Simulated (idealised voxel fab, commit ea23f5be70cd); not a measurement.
Title: Process Module voxel ribs on slabs
Shown is cross-section cut, with a width of 265 nm and square cells of size 5 nm.
Cross-section layout: square cells on a grid; listed as bands, top to bottom; a band spans one or more cell rows.
Each band's line starts with the height of the band's top and of its bottom, in nm. Then come its materials from left to right, each with its width in nm. One material with "full width" fills the band from edge to edge. "empty" is empty space.
All heights in this document are referenced to 0, defined as the level beneath which the wafer, as received, consists entirely of one material. The lowest band is not bounded below; it extends indefinitely downward and is written in the form "0 nm and below".
A two-number width, for instance "30 to 40", indicates that the width is equal to the first number in the top row of the band and to the second number in the bottom row, and that it changes by a constant amount per row of cells.
The cross-section has no changed cell in any step marked "nothing changed".
Under "Tabulated closed voids" you'll find the enclosed gaps, the ones with no way out to the top, that are 8 cells or bigger; each reads width x height at distance, with distance counted from the left edge, everything in nm.
Where a step's line continues beyond its settings, the continuation is a remark by the simulator itself on that step.
On any step carrying a mask, the "overlay nm" setting, if present on the step's line, tells how far right of its planned place the mask lay; negative values point to the left.

Here's what the planned process steps look like
- 1: RECEIVE, material Si
- 2: DIRECTIONAL_DEP, material SiO2, thk nm 30
- 3: DIRECTIONAL_DEP, material polySi, thk nm 20
- 4: PATTERN, tone cover, mask id RIB, material resist, width nm 30, thk nm 15, overlay nm 0
- 5: DIRECTIONAL_ETCH, etch materials polySi, depth nm 5
- 6: STRIP, etch materials resist
- 7: MASKED_ETCH, tone cover, mask id SLAB, width nm 60, etch materials polySi, depth nm 15, overlay nm 0
- 8: FILL_DEP, material SiO2, thk nm 20
- 9: CMP, height nm 60
- 10: DIRECTIONAL_DEP, material TiN, thk nm 10
- 11: PATTERN, tone cover, mask id HEATER, material resist, width nm 40, thk nm 15, overlay nm 0
- 12: DIRECTIONAL_ETCH, etch materials TiN, depth nm 5
- 13: STRIP, etch materials resist
- 14: CONFORMAL_DEP, material SiN, thk nm 10
Split variable: depth nm, step 12. Plan value = first wafer. Wafers start alike.

The first of several wafers as received, shown in cross-section; this is its state after step 1
> 0 nm and below  Si full width
> Tabulated closed voids: none

Wafer cross-section (first of several) - module end, post step 14 (last step)
> 80 nm to 75 nm  empty (100), then SiN (60), then empty (105)
> 75 nm to 70 nm  SiN full width
> 70 nm to 65 nm  SiN (110), then TiN (40), then SiN (115)
> 65 nm to 60 nm  TiN full width
> 60 nm to 50 nm  SiO2 full width
> 50 nm to 45 nm  SiO2 (115), then polySi (30), then SiO2 (120)
> 45 nm to 30 nm  SiO2 (100), then polySi (60), then SiO2 (105)
> 30 nm to 0 nm  SiO2 full width
> 0 nm and below  Si full width
> Tabulated closed voids: none

A cross-section through the last wafer at the close of the module
> 80 nm to 70 nm  empty (100), then SiN (60), then empty (105)
> 70 nm to 60 nm  SiN (110), then TiN (40), then SiN (115)
> 60 nm to 50 nm  SiO2 full width
> 50 nm to 45 nm  SiO2 (115), then polySi (30), then SiO2 (120)
> 45 nm to 30 nm  SiO2 (100), then polySi (60), then SiO2 (105)
> 30 nm to 0 nm  SiO2 full width
> 0 nm and below  Si full width
> Tabulated closed voids: none

Per wafer, end of module: cells gained (+) or lost (-) per material since receipt, then closed voids
depth nm 5, +110 SiN, +594 SiO2, +61 TiN, +42 polySi, Tabulated closed voids: none
depth nm 10, +114 SiN, +594 SiO2, +16 TiN, +42 polySi, Tabulated closed voids: none
depth nm 15, +114 SiN, +594 SiO2, +16 TiN, +42 polySi, Tabulated closed voids: none
depth nm 20, +114 SiN, +594 SiO2, +16 TiN, +42 polySi, Tabulated closed voids: none
depth nm 25, +114 SiN, +594 SiO2, +16 TiN, +42 polySi, Tabulated closed voids: none
